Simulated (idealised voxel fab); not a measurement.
Process module heading - voxel quadruple lines
cross-section cut | 190 nm wide | cells 5 nm
Cross-section format: a grid of square cells, given as bands from top to bottom; each band is one or more rows of cells.
Heights first: top, then bottom, in nm. Then materials, left to right, each with a width in nm. "everywhere" on a single material: fills the band edge to edge. "empty": empty space.
Ref level 0: as-received wafer is one material below here. Bottom band extends down with no lower bound ("z 0 and below").
The expression "30 to 40" gives the width at the extremes of the band, the first number at its top row of cells and the second at its bottom row, with the width changing by equal amounts from each row to the next in between.
Take "no alterations made" at face value: in the step it is given for, the cross-section changed in none of its cells.
Heads up: "Unvented internal voids" only lists the empty pockets with no open path to the top that are 8 cells or more, and it writes them as width x height at distance, distance from the left edge, in nm.
On each step's line, the part that comes after the settings is the simulator's own comment on the step.
You can add "overlay nm" to a step's line. For a step with a mask, it describes how far the mask lay to the right of its planned position, and a negative number describes a lay to the left.
Planned process steps:
1) RECEIVE, material Si
2) CONFORMAL_DEP, material SiO2, thk nm 5
3) DIRECTIONAL_DEP, material Ru, thk nm 10
4) DIRECTIONAL_DEP, material polySi, thk nm 15
5) DIRECTIONAL_DEP, material aC, thk nm 25
6) PATTERN, tone cover, mask id MANDREL, material resist, width nm 30, thk nm 30, overlay nm 0
7) DIRECTIONAL_ETCH, etch materials aC, depth nm 25
8) STRIP, etch materials resist
9) CONFORMAL_DEP, material SiO2, thk nm 10
10) DIRECTIONAL_ETCH, etch materials SiO2, depth nm 10
11) STRIP, etch materials aC
12) DIRECTIONAL_ETCH, etch materials polySi, depth nm 15
13) STRIP, etch materials SiO2
14) CONFORMAL_DEP, material SiCN, thk nm 10
15) DIRECTIONAL_ETCH, etch materials SiCN, depth nm 10
16) STRIP, etch materials polySi
17) DIRECTIONAL_ETCH, etch materials Ru, depth nm 10
18) STRIP, etch materials SiCN
Wafer at receipt (post step 1), cross-section:
- z 0 and below = Si everywhere
- Unvented internal voids: none
Looking at the first of two wafers in cross-section at end of module - ran to plan:
- z 15 to 5 = empty 60; Ru 10; empty 10; Ru 10; empty 10; Ru 10; empty 10; Ru 10; empty 60
- z 5 to 0 = SiO2 everywhere
- z 0 and below = Si everywhere
- Unvented internal voids: none
Second wafer at the end: like start, like plan, one mistake:
- z 15 to 5 = empty 60; Ru 10; empty 10; Ru 10; empty 10; Ru 10; empty 10; Ru 10; empty 60
- z 5 to 0 = aC everywhere
- z 0 and below = Si everywhere
- Unvented internal voids: none
The mistake made against the process plan was this: step 2 was not run as planned; what actually ran was CONFORMAL_DEP, material aC, thk nm 5
FYI, end of process, the second wafer has more or fewer cells of some materials than the first: 38 fewer of SiO2 | 38 more of aC
